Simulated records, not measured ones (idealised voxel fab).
Process module, titled voxel trench capacitor
Section cut is 265 nm wide and gridded with 5 nm square cells.
A cross-section in this document is a grid of square cells, and it is written down as bands, the top band listed before the ones below it; a band is made up of one or more rows of cells. Band: top height; bottom height; in nm. Then, left to right: material with width in nm, for each material. "edge to edge": a single material spanning edge to edge. "blank": empty space. Where do heights start? At 0: under that level the wafer as delivered is made of one material only. And the lowest band has no floor; it just carries on downward, as in "0 -> down". You'd read "30..40" like this: the band's top row of cells is as wide as the first number, its bottom row is as wide as the second, and going down, every row changes width by the same amount as the row before did. "changes: none", as given for a step, is the statement that not any cell of the cross-section underwent a change during that step. Any empty space of 8 cells or more lacking an open way to the top shows up in "Cavities, closed" as width x height at distance, distance from the left edge, in nm. Anything after a step's settings on that line? It's the simulator's own note about the step. overlay nm: right-of-plan distance of the mask on a masked step; negative values mean left-of-plan.
The planned process steps are enumerated hereunder
1: RECEIVE (material Si)
2: CONFORMAL_DEP (material SiN; thk nm 5)
3: MASKED_ETCH (tone open; mask id TRENCH; width nm 20; pitch nm 55; etch materials SiN; depth nm 5; overlay nm 0)
4: MASKED_ETCH (tone open; mask id TRENCH; width nm 30; pitch nm 55; etch materials Si; depth nm 25; overlay nm 0)
5: CONFORMAL_DEP (material HfO2; thk nm 5)
6: CONFORMAL_DEP (material TiN; thk nm 5)
7: FILL_DEP (material W; thk nm 5)
8: CMP (height nm 5)
Among the wafers covered here, the point of difference is the width nm at step 3; their starting state is shared, and the plan presents the value of the first wafer.
Incoming state of the first of several wafers in cross-section: after step 1
	0 -> down  Si edge to edge
	Cavities, closed: none
The figure below presents a cross-section of the first of several wafers at the conclusion of the module, following its last step, step 8
	5 -> 0  SiN 65  HfO2 5  TiN 10  HfO2 5  SiN 35  HfO2 5  TiN 10  HfO2 5  SiN 35  HfO2 5  TiN 10  HfO2 5  SiN 70
	0 -> -20  Si 65  HfO2 5  TiN 10  HfO2 5  Si 35  HfO2 5  TiN 10  HfO2 5  Si 35  HfO2 5  TiN 10  HfO2 5  Si 70
	-20 -> -25  Si 65  HfO2 20  Si 35  HfO2 20  Si 35  HfO2 20  Si 70
	-25 -> down  Si edge to edge
	Cavities, closed: none
Final wafer of several, shown in cross-section at the end of the module
	5 -> 0  SiN 55  HfO2 10  TiN 5  W 10  TiN 5  HfO2 10  SiN 15  HfO2 10  TiN 5  W 10  TiN 5  HfO2 10  SiN 15  HfO2 10  TiN 5  W 10  TiN 5  HfO2 10  SiN 60
	0 -> -15  Si 60  HfO2 5  TiN 5  W 10  TiN 5  HfO2 5  Si 25  HfO2 5  TiN 5  W 10  TiN 5  HfO2 5  Si 25  HfO2 5  TiN 5  W 10  TiN 5  HfO2 5  Si 65
	-15 -> -20  Si 60  HfO2 5  TiN 20  HfO2 5  Si 25  HfO2 5  TiN 20  HfO2 5  Si 25  HfO2 5  TiN 20  HfO2 5  Si 65
	-20 -> -25  Si 60  HfO2 30  Si 25  HfO2 30  Si 25  HfO2 30  Si 65
	-25 -> down  Si edge to edge
	Cavities, closed: none
Table: wafers, a row each; end-of-module cell change per material since receipt, gain (+), loss (-); then closed voids
width nm 20, +42 HfO2, -60 Si, +41 SiN, +30 TiN, Cavities, closed: none
width nm 25, +45 HfO2, -75 Si, +38 SiN, +33 TiN, +12 W, Cavities, closed: none
width nm 30, +48 HfO2, -90 Si, +35 SiN, +36 TiN, +24 W, Cavities, closed: none
width nm 35, +51 HfO2, -90 Si, +32 SiN, +36 TiN, +24 W, Cavities, closed: none
width nm 40, +54 HfO2, -90 Si, +29 SiN, +36 TiN, +24 W, Cavities, closed: none
